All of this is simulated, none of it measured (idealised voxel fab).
process module | voxel transistor to metal
cross-section cut | 205 nm wide | cells 5 nm
A cross-section is a grid of square cells, given in bands from the top down. A band is one or more rows of cells.
Each band's line starts with the height of the band's top and of its bottom, in nm. Then come its materials from left to right, each with its width in nm. One material with "throughout" fills the band from edge to edge. "air" is empty space.
Height 0 is the level under which the wafer as received is all one material. The lowest band goes on downwards, as in "0 down".
A width such as "30 to 40" changes by the same amount from each row of cells to the next, from the band's top row to its bottom row.
"no change" after a step means that no cell of the cross-section changed.
closed voids: empty space of 8 cells or more with no open way to the top, each as width x height at its distance from the left edge, in nm
after a step's settings: what the simulator itself notes on the step
overlay nm, on a step with a mask: how far to the right of its planned place the mask lay; to the left if negative
plan
1 op RECEIVE | material Si
2 op CONFORMAL_DEP | material SiO2 | thk nm 5
3 op CONFORMAL_DEP | material SiN | thk nm 15
4 op PATTERN | tone cover | mask id ACTIVE | material resist | width nm 105 | thk nm 20 | overlay nm 0
5 op DIRECTIONAL_ETCH | etch materials SiN | depth nm 15
6 op DIRECTIONAL_ETCH | etch materials SiO2 | depth nm 5
7 op DIRECTIONAL_ETCH | etch materials Si | depth nm 20
8 op STRIP | etch materials resist
9 op FILL_DEP | material SiO2 | thk nm 15
10 op CMP | height nm 20
11 op SELECTIVE_ETCH | etch materials SiO2 | depth nm 10
12 op STRIP | etch materials SiN
13 op SELECTIVE_ETCH | etch materials SiO2 | depth nm 5
14 op OXIDIZE | depth nm 5
15 op DIRECTIONAL_DEP | material polySi | thk nm 20
16 op DIRECTIONAL_DEP | material SiCN | thk nm 15
17 op PATTERN | tone cover | mask id GATE | material resist | width nm 25 | thk nm 20 | overlay nm 0
18 op DIRECTIONAL_ETCH | etch materials SiCN | depth nm 25
19 op DIRECTIONAL_ETCH | etch materials polySi | depth nm 30
20 op STRIP | etch materials resist
21 op CONFORMAL_DEP | material SiN | thk nm 10
22 op DIRECTIONAL_ETCH | etch materials SiN | depth nm 10
23 op DIRECTIONAL_ETCH | etch materials SiO2 | depth nm 5
24 op DIRECTIONAL_ETCH | etch materials Si | depth nm 15
25 op EPI | material SiGe | thk nm 15
26 op FILL_DEP | material SiO2 | thk nm 5
27 op CMP | height nm 35
28 op DIRECTIONAL_DEP | material SiO2 | thk nm 15
29 op MASKED_ETCH | tone open | mask id CONTACT | width nm 15 | pitch nm 80 | etch materials SiO2 | depth nm 40 | overlay nm 0
30 op CONFORMAL_DEP | material TiN | thk nm 5
31 op FILL_DEP | material Ru | thk nm 5
32 op CMP | height nm 50
33 op CONFORMAL_DEP | material SiN | thk nm 5
34 op DIRECTIONAL_DEP | material lowk | thk nm 15
35 op DIRECTIONAL_DEP | material aC | thk nm 10
36 op PATTERN | tone open | mask id METAL_1 | material resist | width nm 15 | pitch nm 80 | thk nm 30 | overlay nm 0
37 op DIRECTIONAL_ETCH | etch materials aC | depth nm 10
38 op STRIP | etch materials resist
39 op DIRECTIONAL_ETCH | etch materials lowk | depth nm 15
40 op DIRECTIONAL_ETCH | etch materials SiN | depth nm 5
41 op STRIP | etch materials aC
42 op CONFORMAL_DEP | material TiN | thk nm 5
43 op FILL_DEP | material Cu | thk nm 10
44 op CMP | height nm 70
45 op CONFORMAL_DEP | material SiCN | thk nm 5
46 op DIRECTIONAL_DEP | material lowk | thk nm 30
47 op DIRECTIONAL_DEP | material aC | thk nm 15
48 op PATTERN | tone open | mask id METAL_2 | material resist | width nm 15 | pitch nm 80 | thk nm 30 | overlay nm 0
49 op DIRECTIONAL_ETCH | etch materials aC | depth nm 15
50 op STRIP | etch materials resist
51 op DIRECTIONAL_ETCH | etch materials lowk | depth nm 20
52 op STRIP | etch materials aC
53 op MASKED_ETCH | tone open | mask id METAL_2_HOLES | width nm 15 | pitch nm 80 | etch materials lowk | depth nm 10 | overlay nm 0
54 op MASKED_ETCH | tone open | mask id METAL_2_HOLES | width nm 15 | pitch nm 80 | etch materials SiCN | depth nm 5 | overlay nm 0
55 op CONFORMAL_DEP | material TiN | thk nm 5
56 op FILL_DEP | material Cu | thk nm 10
57 op CMP | height nm 105
58 op CONFORMAL_DEP | material SiN | thk nm 5
first wafer, as planned
as received, after step 1
  0 down: Si throughout
  closed voids: none
after step 2
  5 to 0: SiO2 throughout
  below 0: unchanged
after step 3
  20 to 5: SiN throughout
  below 5: unchanged
after step 4
  40 to 20: air 50 | resist 105 | air 50
  below 20: unchanged
after step 5
  40 to 20: air 50 | resist 105 | air 50
  20 to 5: air 50 | SiN 105 | air 50
  below 5: unchanged
after step 6
  40 to 20: air 50 | resist 105 | air 50
  20 to 5: air 50 | SiN 105 | air 50
  5 to 0: air 50 | SiO2 105 | air 50
  below 0: unchanged
after step 7
  40 to 20: air 50 | resist 105 | air 50
  20 to 5: air 50 | SiN 105 | air 50
  5 to 0: air 50 | SiO2 105 | air 50
  0 to -20: air 50 | Si 105 | air 50
  below -20: unchanged
after step 8
  20 to 5: air 50 | SiN 105 | air 50
  below 5: unchanged
after step 9
  35 to 20: SiO2 throughout
  20 to 5: SiO2 50 | SiN 105 | SiO2 50
  5 to 0: SiO2 throughout
  0 to -20: SiO2 50 | Si 105 | SiO2 50
  below -20: unchanged
after step 10
  20 to 5: SiO2 50 | SiN 105 | SiO2 50
  below 5: unchanged
after step 11
  20 to 10: air 50 | SiN 105 | air 50
  below 10: unchanged
after step 12
  10 to 5: SiO2 50 | air 105 | SiO2 50
  below 5: unchanged
after step 13
  5 to 0: SiO2 45 | air 115 | SiO2 45
  below 0: unchanged
after step 14
  5 to 0: SiO2 45 | air 115 | SiO2 45
  0 to -5: SiO2 throughout
  below -5: unchanged
after step 15
  25 to 20: polySi 45 | air 115 | polySi 45
  20 to 5: polySi throughout
  5 to 0: SiO2 45 | polySi 115 | SiO2 45
  below 0: unchanged
after step 16
  40 to 35: SiCN 45 | air 115 | SiCN 45
  35 to 25: SiCN throughout
  25 to 20: polySi 45 | SiCN 115 | polySi 45
  below 20: unchanged
after step 17
  60 to 40: air 90 | resist 25 | air 90
  40 to 35: SiCN 45 | air 45 | resist 25 | air 45 | SiCN 45
  below 35: unchanged
after step 18
  60 to 35: air 90 | resist 25 | air 90
  35 to 25: air 90 | SiCN 25 | air 90
  25 to 20: polySi 45 | air 45 | SiCN 25 | air 45 | polySi 45
  below 20: unchanged
after step 19
  60 to 35: air 90 | resist 25 | air 90
  35 to 20: air 90 | SiCN 25 | air 90
  20 to 5: air 90 | polySi 25 | air 90
  5 to 0: SiO2 45 | air 45 | polySi 25 | air 45 | SiO2 45
  below 0: unchanged
after step 20
  35 to 20: air 90 | SiCN 25 | air 90
  below 20: unchanged
after step 21
  45 to 35: air 80 | SiN 45 | air 80
  35 to 20: air 80 | SiN 10 | SiCN 25 | SiN 10 | air 80
  20 to 15: air 80 | SiN 10 | polySi 25 | SiN 10 | air 80
  15 to 10: SiN 55 | air 25 | SiN 10 | polySi 25 | SiN 10 | air 25 | SiN 55
  10 to 5: SiN 90 | polySi 25 | SiN 90
  5 to 0: SiO2 45 | SiN 45 | polySi 25 | SiN 45 | SiO2 45
  below 0: unchanged
after step 22
  35 to 20: air 80 | SiN 10 | SiCN 25 | SiN 10 | air 80
  20 to 5: air 80 | SiN 10 | polySi 25 | SiN 10 | air 80
  5 to 0: SiO2 45 | SiN 10 | air 25 | SiN 10 | polySi 25 | SiN 10 | air 25 | SiN 10 | SiO2 45
  below 0: unchanged
after step 23
  35 to 20: air 80 | SiN 10 | SiCN 25 | SiN 10 | air 80
  20 to 5: air 80 | SiN 10 | polySi 25 | SiN 10 | air 80
  5 to 0: air 45 | SiN 10 | air 25 | SiN 10 | polySi 25 | SiN 10 | air 25 | SiN 10 | air 45
  0 to -5: SiO2 55 | air 25 | SiO2 45 | air 25 | SiO2 55
  below -5: unchanged
after step 24
  35 to 20: air 80 | SiN 10 | SiCN 25 | SiN 10 | air 80
  20 to 5: air 80 | SiN 10 | polySi 25 | SiN 10 | air 80
  5 to 0: air 45 | SiN 10 | air 25 | SiN 10 | polySi 25 | SiN 10 | air 25 | SiN 10 | air 45
  0 to -5: SiO2 55 | air 25 | SiO2 45 | air 25 | SiO2 55
  -5 to -20: SiO2 50 | Si 5 | air 25 | Si 45 | air 25 | Si 5 | SiO2 50
  below -20: unchanged
after step 25
  35 to 20: air 80 | SiN 10 | SiCN 25 | SiN 10 | air 80
  20 to 10: air 80 | SiN 10 | polySi 25 | SiN 10 | air 80
  10 to 5: air 50 | SiGe 30 | SiN 10 | polySi 25 | SiN 10 | SiGe 30 | air 50
  5 to 0: air 45 | SiN 10 | SiGe 25 | SiN 10 | polySi 25 | SiN 10 | SiGe 25 | SiN 10 | air 45
  0 to -5: SiO2 55 | SiGe 25 | SiO2 45 | SiGe 25 | SiO2 55
  -5 to -20: SiO2 50 | Si 5 | SiGe 25 | Si 45 | SiGe 25 | Si 5 | SiO2 50
  below -20: unchanged
after step 26
  40 to 35: SiO2 throughout
  35 to 20: SiO2 80 | SiN 10 | SiCN 25 | SiN 10 | SiO2 80
  20 to 10: SiO2 80 | SiN 10 | polySi 25 | SiN 10 | SiO2 80
  10 to 5: SiO2 50 | SiGe 30 | SiN 10 | polySi 25 | SiN 10 | SiGe 30 | SiO2 50
  5 to 0: SiO2 45 | SiN 10 | SiGe 25 | SiN 10 | polySi 25 | SiN 10 | SiGe 25 | SiN 10 | SiO2 45
  below 0: unchanged
after step 27
  35 to 20: SiO2 80 | SiN 10 | SiCN 25 | SiN 10 | SiO2 80
  below 20: unchanged
after step 28
  50 to 35: SiO2 throughout
  below 35: unchanged
after step 29
  50 to 35: SiO2 55 | air 15 | SiO2 65 | air 15 | SiO2 55
  35 to 20: SiO2 55 | air 15 | SiO2 10 | SiN 10 | SiCN 25 | SiN 10 | SiO2 10 | air 15 | SiO2 55
  20 to 10: SiO2 55 | air 15 | SiO2 10 | SiN 10 | polySi 25 | SiN 10 | SiO2 10 | air 15 | SiO2 55
  below 10: unchanged
after step 30
  55 to 50: TiN 60 | air 5 | TiN 75 | air 5 | TiN 60
  50 to 35: SiO2 55 | TiN 5 | air 5 | TiN 5 | SiO2 65 | TiN 5 | air 5 | TiN 5 | SiO2 55
  35 to 20: SiO2 55 | TiN 5 | air 5 | TiN 5 | SiO2 10 | SiN 10 | SiCN 25 | SiN 10 | SiO2 10 | TiN 5 | air 5 | TiN 5 | SiO2 55
  20 to 15: SiO2 55 | TiN 5 | air 5 | TiN 5 | SiO2 10 | SiN 10 | polySi 25 | SiN 10 | SiO2 10 | TiN 5 | air 5 | TiN 5 | SiO2 55
  15 to 10: SiO2 55 | TiN 15 | SiO2 10 | SiN 10 | polySi 25 | SiN 10 | SiO2 10 | TiN 15 | SiO2 55
  below 10: unchanged
after step 31
  60 to 55: Ru throughout
  55 to 50: TiN 60 | Ru 5 | TiN 75 | Ru 5 | TiN 60
  50 to 35: SiO2 55 | TiN 5 | Ru 5 | TiN 5 | SiO2 65 | TiN 5 | Ru 5 | TiN 5 | SiO2 55
  35 to 20: SiO2 55 | TiN 5 | Ru 5 | TiN 5 | SiO2 10 | SiN 10 | SiCN 25 | SiN 10 | SiO2 10 | TiN 5 | Ru 5 | TiN 5 | SiO2 55
  20 to 15: SiO2 55 | TiN 5 | Ru 5 | TiN 5 | SiO2 10 | SiN 10 | polySi 25 | SiN 10 | SiO2 10 | TiN 5 | Ru 5 | TiN 5 | SiO2 55
  below 15: unchanged
after step 32
  50 to 35: SiO2 55 | TiN 5 | Ru 5 | TiN 5 | SiO2 65 | TiN 5 | Ru 5 | TiN 5 | SiO2 55
  below 35: unchanged
after step 33
  55 to 50: SiN throughout
  below 50: unchanged
after step 34
  70 to 55: lowk throughout
  below 55: unchanged
after step 35
  80 to 70: aC throughout
  below 70: unchanged
after step 36
  110 to 80: resist 55 | air 15 | resist 65 | air 15 | resist 55
  below 80: unchanged
after step 37
  100 to 80: resist 55 | air 15 | resist 65 | air 15 | resist 55
  80 to 70: aC 55 | air 15 | aC 65 | air 15 | aC 55
  below 70: unchanged
after step 38
  80 to 70: aC 55 | air 15 | aC 65 | air 15 | aC 55
  below 70: unchanged
after step 39
  80 to 70: aC 55 | air 15 | aC 65 | air 15 | aC 55
  70 to 55: lowk 55 | air 15 | lowk 65 | air 15 | lowk 55
  below 55: unchanged
after step 40
  80 to 70: aC 55 | air 15 | aC 65 | air 15 | aC 55
  70 to 55: lowk 55 | air 15 | lowk 65 | air 15 | lowk 55
  55 to 50: SiN 55 | air 15 | SiN 65 | air 15 | SiN 55
  below 50: unchanged
after step 41
  70 to 55: lowk 55 | air 15 | lowk 65 | air 15 | lowk 55
  below 55: unchanged
after step 42
  75 to 70: TiN 60 | air 5 | TiN 75 | air 5 | TiN 60
  70 to 55: lowk 55 | TiN 5 | air 5 | TiN 5 | lowk 65 | TiN 5 | air 5 | TiN 5 | lowk 55
  55 to 50: SiN 55 | TiN 15 | SiN 65 | TiN 15 | SiN 55
  below 50: unchanged
after step 43
  85 to 75: Cu throughout
  75 to 70: TiN 60 | Cu 5 | TiN 75 | Cu 5 | TiN 60
  70 to 55: lowk 55 | TiN 5 | Cu 5 | TiN 5 | lowk 65 | TiN 5 | Cu 5 | TiN 5 | lowk 55
  below 55: unchanged
after step 44
  70 to 55: lowk 55 | TiN 5 | Cu 5 | TiN 5 | lowk 65 | TiN 5 | Cu 5 | TiN 5 | lowk 55
  below 55: unchanged
after step 45
  75 to 70: SiCN throughout
  below 70: unchanged
after step 46
  105 to 75: lowk throughout
  below 75: unchanged
after step 47
  120 to 105: aC throughout
  below 105: unchanged
after step 48
  150 to 120: resist 55 | air 15 | resist 65 | air 15 | resist 55
  below 120: unchanged
after step 49
  135 to 120: resist 55 | air 15 | resist 65 | air 15 | resist 55
  120 to 105: aC 55 | air 15 | aC 65 | air 15 | aC 55
  below 105: unchanged
after step 50
  120 to 105: aC 55 | air 15 | aC 65 | air 15 | aC 55
  below 105: unchanged
after step 51
  120 to 105: aC 55 | air 15 | aC 65 | air 15 | aC 55
  105 to 85: lowk 55 | air 15 | lowk 65 | air 15 | lowk 55
  below 85: unchanged
after step 52
  105 to 85: lowk 55 | air 15 | lowk 65 | air 15 | lowk 55
  below 85: unchanged
after step 53
  105 to 75: lowk 55 | air 15 | lowk 65 | air 15 | lowk 55
  below 75: unchanged
after step 54
  105 to 75: lowk 55 | air 15 | lowk 65 | air 15 | lowk 55
  75 to 70: SiCN 55 | air 15 | SiCN 65 | air 15 | SiCN 55
  below 70: unchanged
after step 55
  110 to 105: TiN 60 | air 5 | TiN 75 | air 5 | TiN 60
  105 to 75: lowk 55 | TiN 5 | air 5 | TiN 5 | lowk 65 | TiN 5 | air 5 | TiN 5 | lowk 55
  75 to 70: SiCN 55 | TiN 15 | SiCN 65 | TiN 15 | SiCN 55
  below 70: unchanged
after step 56
  120 to 110: Cu throughout
  110 to 105: TiN 60 | Cu 5 | TiN 75 | Cu 5 | TiN 60
  105 to 75: lowk 55 | TiN 5 | Cu 5 | TiN 5 | lowk 65 | TiN 5 | Cu 5 | TiN 5 | lowk 55
  below 75: unchanged
after step 57
  105 to 75: lowk 55 | TiN 5 | Cu 5 | TiN 5 | lowk 65 | TiN 5 | Cu 5 | TiN 5 | lowk 55
  below 75: unchanged
after step 58
  110 to 105: SiN throughout
  below 105: unchanged
second wafer: like start, like plan, one mistake. Through step 10 it matches the first wafer
when step 11 should have ended
  20 to 5: SiO2 50 | air 105 | SiO2 50
  below 5: unchanged
when step 12 should have ended
  10 to 0: SiO2 40 | air 125 | SiO2 40
  0 to -5: SiO2 40 | air 10 | Si 105 | air 10 | SiO2 40
  below -5: unchanged
when step 13 should have ended
  5 to 0: SiO2 35 | air 135 | SiO2 35
  0 to -10: SiO2 35 | air 15 | Si 105 | air 15 | SiO2 35
  below -10: unchanged
when step 14 should have ended
  5 to 0: SiO2 35 | air 135 | SiO2 35
  0 to -5: SiO2 35 | air 15 | SiO2 105 | air 15 | SiO2 35
  -5 to -10: SiO2 35 | air 15 | SiO2 5 | Si 95 | SiO2 5 | air 15 | SiO2 35
  -10 to -20: SiO2 55 to 50 | Si 95 to 105 | SiO2 55 to 50
  below -20: unchanged
when step 15 should have ended
  25 to 20: polySi 35 | air 135 | polySi 35
  20 to 10: polySi 35 | air 15 | polySi 105 | air 15 | polySi 35
  10 to 5: polySi throughout
  5 to 0: SiO2 35 | polySi 135 | SiO2 35
  0 to -5: SiO2 35 | polySi 15 | SiO2 105 | polySi 15 | SiO2 35
  -5 to -10: SiO2 35 | polySi 15 | SiO2 5 | Si 95 | SiO2 5 | polySi 15 | SiO2 35
  below -10: unchanged
when step 16 should have ended
  40 to 35: SiCN 35 | air 135 | SiCN 35
  35 to 25: SiCN 35 | air 15 | SiCN 105 | air 15 | SiCN 35
  25 to 20: polySi 35 | SiCN 135 | polySi 35
  20 to 10: polySi 35 | SiCN 15 | polySi 105 | SiCN 15 | polySi 35
  below 10: unchanged
when step 17 should have ended
  60 to 40: air 90 | resist 25 | air 90
  40 to 35: SiCN 35 | air 55 | resist 25 | air 55 | SiCN 35
  below 35: unchanged
when step 18 should have ended
  60 to 35: air 90 | resist 25 | air 90
  35 to 25: air 90 | SiCN 25 | air 90
  25 to 20: polySi 35 | air 55 | SiCN 25 | air 55 | polySi 35
  20 to 10: polySi 35 | air 15 | polySi 105 | air 15 | polySi 35
  below 10: unchanged
when step 19 should have ended
  60 to 35: air 90 | resist 25 | air 90
  35 to 20: air 90 | SiCN 25 | air 90
  20 to 5: air 90 | polySi 25 | air 90
  5 to 0: SiO2 35 | air 55 | polySi 25 | air 55 | SiO2 35
  0 to -5: SiO2 35 | air 15 | SiO2 105 | air 15 | SiO2 35
  -5 to -10: SiO2 35 | air 15 | SiO2 5 | Si 95 | SiO2 5 | air 15 | SiO2 35
  below -10: unchanged
when step 20 should have ended
  35 to 20: air 90 | SiCN 25 | air 90
  below 20: unchanged
when step 21 should have ended
  45 to 35: air 80 | SiN 45 | air 80
  35 to 20: air 80 | SiN 10 | SiCN 25 | SiN 10 | air 80
  20 to 15: air 80 | SiN 10 | polySi 25 | SiN 10 | air 80
  15 to 10: SiN 45 | air 35 | SiN 10 | polySi 25 | SiN 10 | air 35 | SiN 45
  10 to 5: SiN 90 | polySi 25 | SiN 90
  5 to 0: SiO2 35 | SiN 55 | polySi 25 | SiN 55 | SiO2 35
  0 to -5: SiO2 35 | SiN 15 | SiO2 105 | SiN 15 | SiO2 35
  -5 to -10: SiO2 35 | SiN 15 | SiO2 5 | Si 95 | SiO2 5 | SiN 15 | SiO2 35
  below -10: unchanged
when step 22 should have ended
  35 to 20: air 80 | SiN 10 | SiCN 25 | SiN 10 | air 80
  20 to 5: air 80 | SiN 10 | polySi 25 | SiN 10 | air 80
  5 to 0: SiO2 35 | SiN 10 | air 35 | SiN 10 | polySi 25 | SiN 10 | air 35 | SiN 10 | SiO2 35
  below 0: unchanged
when step 23 should have ended
  35 to 20: air 80 | SiN 10 | SiCN 25 | SiN 10 | air 80
  20 to 5: air 80 | SiN 10 | polySi 25 | SiN 10 | air 80
  5 to 0: air 35 | SiN 10 | air 35 | SiN 10 | polySi 25 | SiN 10 | air 35 | SiN 10 | air 35
  0 to -5: SiO2 35 | SiN 15 | air 30 | SiO2 45 | air 30 | SiN 15 | SiO2 35
  below -5: unchanged
when step 24 should have ended
  35 to 20: air 80 | SiN 10 | SiCN 25 | SiN 10 | air 80
  20 to 5: air 80 | SiN 10 | polySi 25 | SiN 10 | air 80
  5 to 0: air 35 | SiN 10 | air 35 | SiN 10 | polySi 25 | SiN 10 | air 35 | SiN 10 | air 35
  0 to -5: SiO2 35 | SiN 15 | air 30 | SiO2 45 | air 30 | SiN 15 | SiO2 35
  -5 to -10: SiO2 35 | SiN 15 | SiO2 5 | air 25 | Si 45 | air 25 | SiO2 5 | SiN 15 | SiO2 35
  -10 to -15: SiO2 55 | air 25 | Si 45 | air 25 | SiO2 55
  -15 to -20: SiO2 50 | Si 5 | air 25 | Si 45 | air 25 | Si 5 | SiO2 50
  below -20: unchanged
when step 25 should have ended
  35 to 20: air 80 | SiN 10 | SiCN 25 | SiN 10 | air 80
  20 to 10: air 80 | SiN 10 | polySi 25 | SiN 10 | air 80
  10 to 5: air 65 | SiGe 15 | SiN 10 | polySi 25 | SiN 10 | SiGe 15 | air 65
  5 to 0: air 35 | SiN 10 | air 20 | SiGe 15 | SiN 10 | polySi 25 | SiN 10 | SiGe 15 | air 20 | SiN 10 | air 35
  0 to -5: SiO2 35 | SiN 15 | SiGe 30 | SiO2 45 | SiGe 30 | SiN 15 | SiO2 35
  -5 to -10: SiO2 35 | SiN 15 | SiO2 5 | SiGe 25 | Si 45 | SiGe 25 | SiO2 5 | SiN 15 | SiO2 35
  -10 to -15: SiO2 55 | SiGe 25 | Si 45 | SiGe 25 | SiO2 55
  -15 to -20: SiO2 50 | Si 5 | SiGe 25 | Si 45 | SiGe 25 | Si 5 | SiO2 50
  below -20: unchanged
when step 26 should have ended
  40 to 35: SiO2 throughout
  35 to 20: SiO2 80 | SiN 10 | SiCN 25 | SiN 10 | SiO2 80
  20 to 10: SiO2 80 | SiN 10 | polySi 25 | SiN 10 | SiO2 80
  10 to 5: SiO2 65 | SiGe 15 | SiN 10 | polySi 25 | SiN 10 | SiGe 15 | SiO2 65
  5 to 0: SiO2 35 | SiN 10 | SiO2 20 | SiGe 15 | SiN 10 | polySi 25 | SiN 10 | SiGe 15 | SiO2 20 | SiN 10 | SiO2 35
  below 0: unchanged
when step 27 should have ended
  35 to 20: SiO2 80 | SiN 10 | SiCN 25 | SiN 10 | SiO2 80
  below 20: unchanged
when step 28 should have ended
  50 to 35: SiO2 throughout
  below 35: unchanged
when step 29 should have ended
  50 to 35: SiO2 55 | air 15 | SiO2 65 | air 15 | SiO2 55
  35 to 20: SiO2 55 | air 15 | SiO2 10 | SiN 10 | SiCN 25 | SiN 10 | SiO2 10 | air 15 | SiO2 55
  20 to 10: SiO2 55 | air 15 | SiO2 10 | SiN 10 | polySi 25 | SiN 10 | SiO2 10 | air 15 | SiO2 55
  below 10: unchanged
when step 30 should have ended
  55 to 50: TiN 60 | air 5 | TiN 75 | air 5 | TiN 60
  50 to 35: SiO2 55 | TiN 5 | air 5 | TiN 5 | SiO2 65 | TiN 5 | air 5 | TiN 5 | SiO2 55
  35 to 20: SiO2 55 | TiN 5 | air 5 | TiN 5 | SiO2 10 | SiN 10 | SiCN 25 | SiN 10 | SiO2 10 | TiN 5 | air 5 | TiN 5 | SiO2 55
  20 to 15: SiO2 55 | TiN 5 | air 5 | TiN 5 | SiO2 10 | SiN 10 | polySi 25 | SiN 10 | SiO2 10 | TiN 5 | air 5 | TiN 5 | SiO2 55
  15 to 10: SiO2 55 | TiN 15 | SiO2 10 | SiN 10 | polySi 25 | SiN 10 | SiO2 10 | TiN 15 | SiO2 55
  below 10: unchanged
when step 31 should have ended
  60 to 55: Ru throughout
  55 to 50: TiN 60 | Ru 5 | TiN 75 | Ru 5 | TiN 60
  50 to 35: SiO2 55 | TiN 5 | Ru 5 | TiN 5 | SiO2 65 | TiN 5 | Ru 5 | TiN 5 | SiO2 55
  35 to 20: SiO2 55 | TiN 5 | Ru 5 | TiN 5 | SiO2 10 | SiN 10 | SiCN 25 | SiN 10 | SiO2 10 | TiN 5 | Ru 5 | TiN 5 | SiO2 55
  20 to 15: SiO2 55 | TiN 5 | Ru 5 | TiN 5 | SiO2 10 | SiN 10 | polySi 25 | SiN 10 | SiO2 10 | TiN 5 | Ru 5 | TiN 5 | SiO2 55
  below 15: unchanged
when step 32 should have ended
  50 to 35: SiO2 55 | TiN 5 | Ru 5 | TiN 5 | SiO2 65 | TiN 5 | Ru 5 | TiN 5 | SiO2 55
  below 35: unchanged
when step 33 should have ended
  55 to 50: SiN throughout
  below 50: unchanged
when step 34 should have ended
  70 to 55: lowk throughout
  below 55: unchanged
when step 35 should have ended
  80 to 70: aC throughout
  below 70: unchanged
when step 36 should have ended
  110 to 80: resist 55 | air 15 | resist 65 | air 15 | resist 55
  below 80: unchanged
when step 37 should have ended
  100 to 80: resist 55 | air 15 | resist 65 | air 15 | resist 55
  80 to 70: aC 55 | air 15 | aC 65 | air 15 | aC 55
  below 70: unchanged
when step 38 should have ended
  80 to 70: aC 55 | air 15 | aC 65 | air 15 | aC 55
  below 70: unchanged
when step 39 should have ended
  80 to 70: aC 55 | air 15 | aC 65 | air 15 | aC 55
  70 to 55: lowk 55 | air 15 | lowk 65 | air 15 | lowk 55
  below 55: unchanged
when step 40 should have ended
  80 to 70: aC 55 | air 15 | aC 65 | air 15 | aC 55
  70 to 55: lowk 55 | air 15 | lowk 65 | air 15 | lowk 55
  55 to 50: SiN 55 | air 15 | SiN 65 | air 15 | SiN 55
  below 50: unchanged
when step 41 should have ended
  70 to 55: lowk 55 | air 15 | lowk 65 | air 15 | lowk 55
  below 55: unchanged
when step 42 should have ended
  75 to 70: TiN 60 | air 5 | TiN 75 | air 5 | TiN 60
  70 to 55: lowk 55 | TiN 5 | air 5 | TiN 5 | lowk 65 | TiN 5 | air 5 | TiN 5 | lowk 55
  55 to 50: SiN 55 | TiN 15 | SiN 65 | TiN 15 | SiN 55
  below 50: unchanged
when step 43 should have ended
  85 to 75: Cu throughout
  75 to 70: TiN 60 | Cu 5 | TiN 75 | Cu 5 | TiN 60
  70 to 55: lowk 55 | TiN 5 | Cu 5 | TiN 5 | lowk 65 | TiN 5 | Cu 5 | TiN 5 | lowk 55
  below 55: unchanged
when step 44 should have ended
  70 to 55: lowk 55 | TiN 5 | Cu 5 | TiN 5 | lowk 65 | TiN 5 | Cu 5 | TiN 5 | lowk 55
  below 55: unchanged
when step 45 should have ended
  75 to 70: SiCN throughout
  below 70: unchanged
when step 46 should have ended
  105 to 75: lowk throughout
  below 75: unchanged
when step 47 should have ended
  120 to 105: aC throughout
  below 105: unchanged
when step 48 should have ended
  150 to 120: resist 55 | air 15 | resist 65 | air 15 | resist 55
  below 120: unchanged
when step 49 should have ended
  135 to 120: resist 55 | air 15 | resist 65 | air 15 | resist 55
  120 to 105: aC 55 | air 15 | aC 65 | air 15 | aC 55
  below 105: unchanged
when step 50 should have ended
  120 to 105: aC 55 | air 15 | aC 65 | air 15 | aC 55
  below 105: unchanged
when step 51 should have ended
  120 to 105: aC 55 | air 15 | aC 65 | air 15 | aC 55
  105 to 85: lowk 55 | air 15 | lowk 65 | air 15 | lowk 55
  below 85: unchanged
when step 52 should have ended
  105 to 85: lowk 55 | air 15 | lowk 65 | air 15 | lowk 55
  below 85: unchanged
when step 53 should have ended
  105 to 75: lowk 55 | air 15 | lowk 65 | air 15 | lowk 55
  below 75: unchanged
when step 54 should have ended
  105 to 75: lowk 55 | air 15 | lowk 65 | air 15 | lowk 55
  75 to 70: SiCN 55 | air 15 | SiCN 65 | air 15 | SiCN 55
  below 70: unchanged
when step 55 should have ended
  110 to 105: TiN 60 | air 5 | TiN 75 | air 5 | TiN 60
  105 to 75: lowk 55 | TiN 5 | air 5 | TiN 5 | lowk 65 | TiN 5 | air 5 | TiN 5 | lowk 55
  75 to 70: SiCN 55 | TiN 15 | SiCN 65 | TiN 15 | SiCN 55
  below 70: unchanged
when step 56 should have ended
  120 to 110: Cu throughout
  110 to 105: TiN 60 | Cu 5 | TiN 75 | Cu 5 | TiN 60
  105 to 75: lowk 55 | TiN 5 | Cu 5 | TiN 5 | lowk 65 | TiN 5 | Cu 5 | TiN 5 | lowk 55
  below 75: unchanged
when step 57 should have ended
  105 to 75: lowk 55 | TiN 5 | Cu 5 | TiN 5 | lowk 65 | TiN 5 | Cu 5 | TiN 5 | lowk 55
  below 75: unchanged
when step 58 should have ended
  110 to 105: SiN throughout
  below 105: unchanged
what went wrong: steps 11 and 12 were swapped
at the end the second wafer has, in cells: 4 fewer of Si | 8 fewer of SiGe | 12 more of SiN
